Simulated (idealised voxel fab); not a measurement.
Name of the process module below: voxel self aligned vias
In the cross-section labelled cut, the width is 280 nm and each square cell is 5 nm.
Bands, listed from the top down, are how a cross-section gets written in this document; the cross-section itself is a grid of square cells, and a band is one or more rows of them. This entry defines a band. It first specifies the height of the band's top and the height of its bottom in nm, and then specifies the band's materials from left to right, stating each material with its width in nm. The word "full width" identifies a single material that fills the band from edge to edge, while the word "empty" identifies empty space. Zero point of the height axis is 0; under it, received wafer = one material. Lowest band: continues down indefinitely, "top 0, no bottom". You'd read "30 to 40" like this: the band's top row of cells is as wide as the first number, its bottom row is as wide as the second, and going down, every row changes width by the same amount as the row before did. "no alteration" for a step: no cell of the cross-section changed in that step. "Cavities, sealed" specifies each empty space that is not open to the top and that occupies no fewer than 8 cells, using the form width x height at distance, the distance measured from the left edge and all three quantities in nm. Step line, after settings: the simulator's comment on this step. The optional step-line setting "overlay nm" applies to steps with a mask and quantifies how far to the right of its planned location the mask lay, a negative value indicating leftward placement.
List of planned process steps
1) op RECEIVE | material Si
2) op CONFORMAL_DEP | material SiO2 | thk nm 15
3) op CONFORMAL_DEP | material SiCN | thk nm 5
4) op DIRECTIONAL_DEP | material lowk | thk nm 30
5) op MASKED_ETCH | tone open | mask id LINES | width nm 30 | pitch nm 75 | etch materials lowk | depth nm 30 | overlay nm 0
6) op CONFORMAL_DEP | material TiN | thk nm 5
7) op FILL_DEP | material W | thk nm 10
8) op CMP | height nm 50
9) op SELECTIVE_ETCH | etch materials W Ru TiN | depth nm 10
10) op FILL_DEP | material SiN | thk nm 10
11) op CMP | height nm 50
12) op DIRECTIONAL_DEP | material lowk | thk nm 20
13) op MASKED_ETCH | tone open | mask id VIAS | width nm 50 | etch materials lowk | depth nm 20 | overlay nm 0
14) op MASKED_ETCH | tone open | mask id VIAS | width nm 50 | etch materials SiN | depth nm 10 | overlay nm 0
15) op CONFORMAL_DEP | material TiN | thk nm 5
16) op FILL_DEP | material Ru | thk nm 5
17) op CMP | height nm 70
18) op CONFORMAL_DEP | material SiN | thk nm 5
Here's what the wafer looked like in cross-section when it arrived - that's after step 1
- top 0, no bottom: Si full width
- Cavities, sealed: none
The first of the two wafers as seen in cross-section once the module was finished; processing followed the plan
- top 75, bottom 70: SiN full width
- top 70, bottom 55: lowk 75; TiN 5; Ru 40; TiN 5; lowk 155
- top 55, bottom 50: lowk 75; TiN 15; Ru 20; TiN 15; lowk 155
- top 50, bottom 45: lowk 85; TiN 5; Ru 20; TiN 5; lowk 45; SiN 30; lowk 90
- top 45, bottom 40: lowk 85; TiN 30; lowk 45; SiN 30; lowk 90
- top 40, bottom 25: lowk 85; TiN 5; W 20; TiN 5; lowk 45; TiN 5; W 20; TiN 5; lowk 90
- top 25, bottom 20: lowk 85; TiN 30; lowk 45; TiN 30; lowk 90
- top 20, bottom 15: SiCN full width
- top 15, bottom 0: SiO2 full width
- top 0, no bottom: Si full width
- Cavities, sealed: none
Here's the second of our two wafers sectioned at module end. Same start as the first, same plan, but one mistake got made running it
- top 75, bottom 70: SiN full width
- top 70, bottom 55: Ru 70; TiN 5; lowk 50; TiN 5; Ru 150
- top 55, bottom 50: TiN 75; lowk 50; TiN 155
- top 50, bottom 40: lowk 85; SiN 30; lowk 45; SiN 30; lowk 90
- top 40, bottom 25: lowk 85; TiN 5; W 20; TiN 5; lowk 45; TiN 5; W 20; TiN 5; lowk 90
- top 25, bottom 20: lowk 85; TiN 30; lowk 45; TiN 30; lowk 90
- top 20, bottom 15: SiCN full width
- top 15, bottom 0: SiO2 full width
- top 0, no bottom: Si full width
- Cavities, sealed: none
Where did the run depart from the plan? in deviation from the planned setting, step 13 was conducted as op MASKED_ETCH | tone cover | mask id VIAS | width nm 50 | etch materials lowk | depth nm 20 | overlay nm 0
Upon completion, the second wafer contains, in terms of cells, a greater or smaller amount of certain materials than the first wafer: 100 more of Ru, 12 more of SiN, 32 more of TiN, 144 fewer of lowk
